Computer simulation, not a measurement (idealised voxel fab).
process module | voxel self aligned vias
Cross-section cut spans 190 nm and uses square cells 5 nm in size.
Cross-section = grid of square cells, listed top down in bands; band = one or more rows.
It is stipulated that each band's entry specify, in nanometres, the height of the top of the band and then that of its bottom, followed by the materials of the band in left-to-right sequence, each together with its width in nanometres. A single material marked by the word "edge to edge" is understood to fill the band from edge to edge; the word "blank" is understood to denote empty space.
For the purposes of this specification, 0 denotes the height below which the wafer in its as-received condition is composed wholly of one material, and the lowermost band, lacking a lower limit, extends downward without end, as expressed in "0..down".
Read "30 to 40" as a graded width: first number on top, second number at the bottom, same change between each pair of neighbouring rows.
A step reported as "nothing changed" is a step in which no cell of the cross-section changed.
Entry "Unvented internal voids" = empty spaces >= 8 cells with no open way to the top; each as width x height at distance, distance from left edge, all nm.
Step line, after settings: the simulator's comment on this step.
On any step carrying a mask, the "overlay nm" setting, if present on the step's line, tells how far right of its planned place the mask lay; negative values point to the left.
## Below is the list of planned process steps
- 1: RECEIVE | material Si
- 2: CONFORMAL_DEP | material SiO2 | thk nm 15
- 3: CONFORMAL_DEP | material SiCN | thk nm 5
- 4: DIRECTIONAL_DEP | material lowk | thk nm 20
- 5: MASKED_ETCH | tone open | mask id LINES | width nm 25 | pitch nm 70 | etch materials lowk | depth nm 20 | overlay nm 0
- 6: CONFORMAL_DEP | material TiN | thk nm 5
- 7: FILL_DEP | material W | thk nm 5
- 8: CMP | height nm 40
- 9: SELECTIVE_ETCH | etch materials W Ru TiN | depth nm 5
- 10: FILL_DEP | material SiN | thk nm 10
- 11: CMP | height nm 40
- 12: DIRECTIONAL_DEP | material lowk | thk nm 15
- 13: DIRECTIONAL_DEP | material aC | thk nm 10
- 14: PATTERN | tone open | mask id VIAS | material resist | width nm 45 | thk nm 25 | overlay nm 0
- 15: DIRECTIONAL_ETCH | etch materials aC | depth nm 10
- 16: STRIP | etch materials resist
- 17: DIRECTIONAL_ETCH | etch materials lowk | depth nm 15
- 18: DIRECTIONAL_ETCH | etch materials SiN | depth nm 5
- 19: STRIP | etch materials aC
- 20: CONFORMAL_DEP | material TiN | thk nm 5
- 21: FILL_DEP | material Cu | thk nm 10
- 22: CMP | height nm 55
- 23: CONFORMAL_DEP | material SiN | thk nm 5
## Account of the first of two wafers, which was processed as intended
## Received-state cross-section, reflecting completion of step 1
	0..down = Si edge to edge
	Unvented internal voids: none
## So this is the wafer cross-section right after step 2
	15..0 = SiO2 edge to edge
	At heights below 0, the structure remains unaltered.
## So this is the wafer cross-section right after step 3
	20..15 = SiCN edge to edge
	At heights below 15, the structure remains unaltered.
## So this is the wafer cross-section right after step 4
	40..20 = lowk edge to edge
	At heights below 20, the structure remains unaltered.
## So this is the wafer cross-section right after step 5
	40..20 = lowk 45 | blank 25 | lowk 45 | blank 25 | lowk 50
	At heights below 20, the structure remains unaltered.
## So this is the wafer cross-section right after step 6
	45..40 = TiN 50 | blank 15 | TiN 55 | blank 15 | TiN 55
	40..25 = lowk 45 | TiN 5 | blank 15 | TiN 5 | lowk 45 | TiN 5 | blank 15 | TiN 5 | lowk 50
	25..20 = lowk 45 | TiN 25 | lowk 45 | TiN 25 | lowk 50
	At heights below 20, the structure remains unaltered.
## So this is the wafer cross-section right after step 7
	50..45 = W edge to edge
	45..40 = TiN 50 | W 15 | TiN 55 | W 15 | TiN 55
	40..25 = lowk 45 | TiN 5 | W 15 | TiN 5 | lowk 45 | TiN 5 | W 15 | TiN 5 | lowk 50
	At heights below 25, the structure remains unaltered.
## So this is the wafer cross-section right after step 8
	40..25 = lowk 45 | TiN 5 | W 15 | TiN 5 | lowk 45 | TiN 5 | W 15 | TiN 5 | lowk 50
	At heights below 25, the structure remains unaltered.
## So this is the wafer cross-section right after step 9
	40..35 = lowk 45 | blank 25 | lowk 45 | blank 25 | lowk 50
	At heights below 35, the structure remains unaltered.
## So this is the wafer cross-section right after step 10
	50..40 = SiN edge to edge
	40..35 = lowk 45 | SiN 25 | lowk 45 | SiN 25 | lowk 50
	At heights below 35, the structure remains unaltered.
## So this is the wafer cross-section right after step 11
	40..35 = lowk 45 | SiN 25 | lowk 45 | SiN 25 | lowk 50
	At heights below 35, the structure remains unaltered.
## So this is the wafer cross-section right after step 12
	55..40 = lowk edge to edge
	At heights below 40, the structure remains unaltered.
## So this is the wafer cross-section right after step 13
	65..55 = aC edge to edge
	At heights below 55, the structure remains unaltered.
## So this is the wafer cross-section right after step 14
	90..65 = resist 35 | blank 45 | resist 110
	At heights below 65, the structure remains unaltered.
## So this is the wafer cross-section right after step 15
	80..65 = resist 35 | blank 45 | resist 110
	65..55 = aC 35 | blank 45 | aC 110
	At heights below 55, the structure remains unaltered.
## So this is the wafer cross-section right after step 16
	65..55 = aC 35 | blank 45 | aC 110
	At heights below 55, the structure remains unaltered.
## So this is the wafer cross-section right after step 17
	65..55 = aC 35 | blank 45 | aC 110
	55..40 = lowk 35 | blank 45 | lowk 110
	At heights below 40, the structure remains unaltered.
## So this is the wafer cross-section right after step 18
	65..55 = aC 35 | blank 45 | aC 110
	55..40 = lowk 35 | blank 45 | lowk 110
	40..35 = lowk 45 | blank 25 | lowk 45 | SiN 25 | lowk 50
	At heights below 35, the structure remains unaltered.
## So this is the wafer cross-section right after step 19
	55..40 = lowk 35 | blank 45 | lowk 110
	At heights below 40, the structure remains unaltered.
## So this is the wafer cross-section right after step 20
	60..55 = TiN 40 | blank 35 | TiN 115
	55..45 = lowk 35 | TiN 5 | blank 35 | TiN 5 | lowk 110
	45..40 = lowk 35 | TiN 15 | blank 15 | TiN 15 | lowk 110
	40..35 = lowk 45 | TiN 25 | lowk 45 | SiN 25 | lowk 50
	At heights below 35, the structure remains unaltered.
## So this is the wafer cross-section right after step 21
	70..60 = Cu edge to edge
	60..55 = TiN 40 | Cu 35 | TiN 115
	55..45 = lowk 35 | TiN 5 | Cu 35 | TiN 5 | lowk 110
	45..40 = lowk 35 | TiN 15 | Cu 15 | TiN 15 | lowk 110
	At heights below 40, the structure remains unaltered.
## So this is the wafer cross-section right after step 22
	55..45 = lowk 35 | TiN 5 | Cu 35 | TiN 5 | lowk 110
	At heights below 45, the structure remains unaltered.
## So this is the wafer cross-section right after step 23
	60..55 = SiN edge to edge
	At heights below 55, the structure remains unaltered.
## Second Wafer (Identical Start and Plan, One Processing Error; Matches First Wafer Through Step 4)
## The second wafer in cross-section, at the planned close of step 5
	40..20 = lowk 35 | blank 25 | lowk 45 | blank 25 | lowk 60
	At heights below 20, the structure remains unaltered.
## The second wafer in cross-section, at the planned close of step 6
	45..40 = TiN 40 | blank 15 | TiN 55 | blank 15 | TiN 65
	40..25 = lowk 35 | TiN 5 | blank 15 | TiN 5 | lowk 45 | TiN 5 | blank 15 | TiN 5 | lowk 60
	25..20 = lowk 35 | TiN 25 | lowk 45 | TiN 25 | lowk 60
	At heights below 20, the structure remains unaltered.
## The second wafer in cross-section, at the planned close of step 7
	50..45 = W edge to edge
	45..40 = TiN 40 | W 15 | TiN 55 | W 15 | TiN 65
	40..25 = lowk 35 | TiN 5 | W 15 | TiN 5 | lowk 45 | TiN 5 | W 15 | TiN 5 | lowk 60
	At heights below 25, the structure remains unaltered.
## The second wafer in cross-section, at the planned close of step 8
	40..25 = lowk 35 | TiN 5 | W 15 | TiN 5 | lowk 45 | TiN 5 | W 15 | TiN 5 | lowk 60
	At heights below 25, the structure remains unaltered.
## The second wafer in cross-section, at the planned close of step 9
	40..35 = lowk 35 | blank 25 | lowk 45 | blank 25 | lowk 60
	At heights below 35, the structure remains unaltered.
## The second wafer in cross-section, at the planned close of step 10
	50..40 = SiN edge to edge
	40..35 = lowk 35 | SiN 25 | lowk 45 | SiN 25 | lowk 60
	At heights below 35, the structure remains unaltered.
## The second wafer in cross-section, at the planned close of step 11
	40..35 = lowk 35 | SiN 25 | lowk 45 | SiN 25 | lowk 60
	At heights below 35, the structure remains unaltered.
## The second wafer in cross-section, at the planned close of step 12
	55..40 = lowk edge to edge
	At heights below 40, the structure remains unaltered.
## The second wafer in cross-section, at the planned close of step 13
	65..55 = aC edge to edge
	At heights below 55, the structure remains unaltered.
## The second wafer in cross-section, at the planned close of step 14
	90..65 = resist 35 | blank 45 | resist 110
	At heights below 65, the structure remains unaltered.
## The second wafer in cross-section, at the planned close of step 15
	80..65 = resist 35 | blank 45 | resist 110
	65..55 = aC 35 | blank 45 | aC 110
	At heights below 55, the structure remains unaltered.
## The second wafer in cross-section, at the planned close of step 16
	65..55 = aC 35 | blank 45 | aC 110
	At heights below 55, the structure remains unaltered.
## The second wafer in cross-section, at the planned close of step 17
	65..55 = aC 35 | blank 45 | aC 110
	55..40 = lowk 35 | blank 45 | lowk 110
	At heights below 40, the structure remains unaltered.
## The second wafer in cross-section, at the planned close of step 18
	65..55 = aC 35 | blank 45 | aC 110
	55..40 = lowk 35 | blank 45 | lowk 110
	40..35 = lowk 35 | blank 25 | lowk 45 | SiN 25 | lowk 60
	At heights below 35, the structure remains unaltered.
## The second wafer in cross-section, at the planned close of step 19
	55..40 = lowk 35 | blank 45 | lowk 110
	At heights below 40, the structure remains unaltered.
## The second wafer in cross-section, at the planned close of step 20
	60..55 = TiN 40 | blank 35 | TiN 115
	55..45 = lowk 35 | TiN 5 | blank 35 | TiN 5 | lowk 110
	45..40 = lowk 35 | TiN 5 | blank 15 | TiN 25 | lowk 110
	40..35 = lowk 35 | TiN 25 | lowk 45 | SiN 25 | lowk 60
	At heights below 35, the structure remains unaltered.
## The second wafer in cross-section, at the planned close of step 21
	70..60 = Cu edge to edge
	60..55 = TiN 40 | Cu 35 | TiN 115
	55..45 = lowk 35 | TiN 5 | Cu 35 | TiN 5 | lowk 110
	45..40 = lowk 35 | TiN 5 | Cu 15 | TiN 25 | lowk 110
	At heights below 40, the structure remains unaltered.
## The second wafer in cross-section, at the planned close of step 22
	55..45 = lowk 35 | TiN 5 | Cu 35 | TiN 5 | lowk 110
	At heights below 45, the structure remains unaltered.
## The second wafer in cross-section, at the planned close of step 23
	60..55 = SiN edge to edge
	At heights below 55, the structure remains unaltered.
Want to know what went wrong? contrary to plan, step 5 was performed as MASKED_ETCH | tone open | mask id LINES | width nm 25 | pitch nm 70 | etch materials lowk | depth nm 20 | overlay nm -10
Same inventory, different map: at the end, the second wafer holds as many cells of each material as the first, placed elsewhere.
